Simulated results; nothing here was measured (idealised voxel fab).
process module | voxel double patterning
cross-section cut | 220 nm wide | cells 5 nm
A cross-section is a grid of square cells, given in bands from the top down. A band is one or more rows of cells.
Each band's line starts with the height of the band's top and of its bottom, in nm. Then come its materials from left to right, each with its width in nm. One material with "throughout" fills the band from edge to edge. "air" is empty space.
Height 0 is the level under which the wafer as received is all one material. The lowest band goes on downwards, as in "0 down".
A width such as "30 to 40" changes by the same amount from each row of cells to the next, from the band's top row to its bottom row.
"no change" after a step means that no cell of the cross-section changed.
closed voids: empty space of 8 cells or more with no open way to the top, each as width x height at its distance from the left edge, in nm
after a step's settings: what the simulator itself notes on the step
overlay nm, on a step with a mask: how far to the right of its planned place the mask lay; to the left if negative
plan
1 op RECEIVE | material Si
2 op CONFORMAL_DEP | material SiO2 | thk nm 5
3 op DIRECTIONAL_DEP | material TiN | thk nm 10
4 op DIRECTIONAL_DEP | material SiCN | thk nm 5
5 op DIRECTIONAL_DEP | material aC | thk nm 10
6 op PATTERN | tone open | mask id FIRST | material resist | width nm 15 | pitch nm 50 | thk nm 25 | overlay nm 0
7 op DIRECTIONAL_ETCH | etch materials aC | depth nm 10
8 op STRIP | etch materials resist
9 op DIRECTIONAL_ETCH | etch materials SiCN | depth nm 5
10 op STRIP | etch materials aC
11 op MASKED_ETCH | tone open | mask id SECOND | width nm 15 | pitch nm 50 | etch materials SiCN | depth nm 5 | overlay nm 0
12 op DIRECTIONAL_ETCH | etch materials TiN | depth nm 10
13 op STRIP | etch materials SiCN
first wafer, as planned
as received, after step 1
  0 down: Si throughout
  closed voids: none
after step 2
  5 to 0: SiO2 throughout
  below 0: unchanged
after step 3
  15 to 5: TiN throughout
  below 5: unchanged
after step 4
  20 to 15: SiCN throughout
  below 15: unchanged
after step 5
  30 to 20: aC throughout
  below 20: unchanged
after step 6
  55 to 30: resist 50 | air 15 | resist 35 | air 15 | resist 35 | air 15 | resist 55
  below 30: unchanged
after step 7
  45 to 30: resist 50 | air 15 | resist 35 | air 15 | resist 35 | air 15 | resist 55
  30 to 20: aC 50 | air 15 | aC 35 | air 15 | aC 35 | air 15 | aC 55
  below 20: unchanged
after step 8
  30 to 20: aC 50 | air 15 | aC 35 | air 15 | aC 35 | air 15 | aC 55
  below 20: unchanged
after step 9
  30 to 20: aC 50 | air 15 | aC 35 | air 15 | aC 35 | air 15 | aC 55
  20 to 15: SiCN 50 | air 15 | SiCN 35 | air 15 | SiCN 35 | air 15 | SiCN 55
  below 15: unchanged
after step 10
  20 to 15: SiCN 50 | air 15 | SiCN 35 | air 15 | SiCN 35 | air 15 | SiCN 55
  below 15: unchanged
after step 11
  20 to 15: SiCN 50 | air 15 | SiCN 10 | air 15 | SiCN 10 | air 15 | SiCN 10 | air 15 | SiCN 10 | air 15 | SiCN 55
  below 15: unchanged
after step 12
  20 to 15: SiCN 50 | air 15 | SiCN 10 | air 15 | SiCN 10 | air 15 | SiCN 10 | air 15 | SiCN 10 | air 15 | SiCN 55
  15 to 5: TiN 50 | air 15 | TiN 10 | air 15 | TiN 10 | air 15 | TiN 10 | air 15 | TiN 10 | air 15 | TiN 55
  below 5: unchanged
after step 13
  15 to 5: TiN 50 | air 15 | TiN 10 | air 15 | TiN 10 | air 15 | TiN 10 | air 15 | TiN 10 | air 15 | TiN 55
  below 5: unchanged
second wafer: like start, like plan, one mistake. Through step 10 it matches the first wafer
when step 11 should have ended
  20 to 15: air 75 | SiCN 15 | air 35 | SiCN 15 | air 80
  below 15: unchanged
when step 12 should have ended
  20 to 15: air 75 | SiCN 15 | air 35 | SiCN 15 | air 80
  15 to 5: air 75 | TiN 15 | air 35 | TiN 15 | air 80
  below 5: unchanged
when step 13 should have ended
  15 to 5: air 75 | TiN 15 | air 35 | TiN 15 | air 80
  below 5: unchanged
what went wrong: step 11 ran as: op MASKED_ETCH | tone cover | mask id SECOND | width nm 15 | pitch nm 50 | etch materials SiCN | depth nm 5 | overlay nm 0
at the end the second wafer has, in cells: 46 fewer of TiN
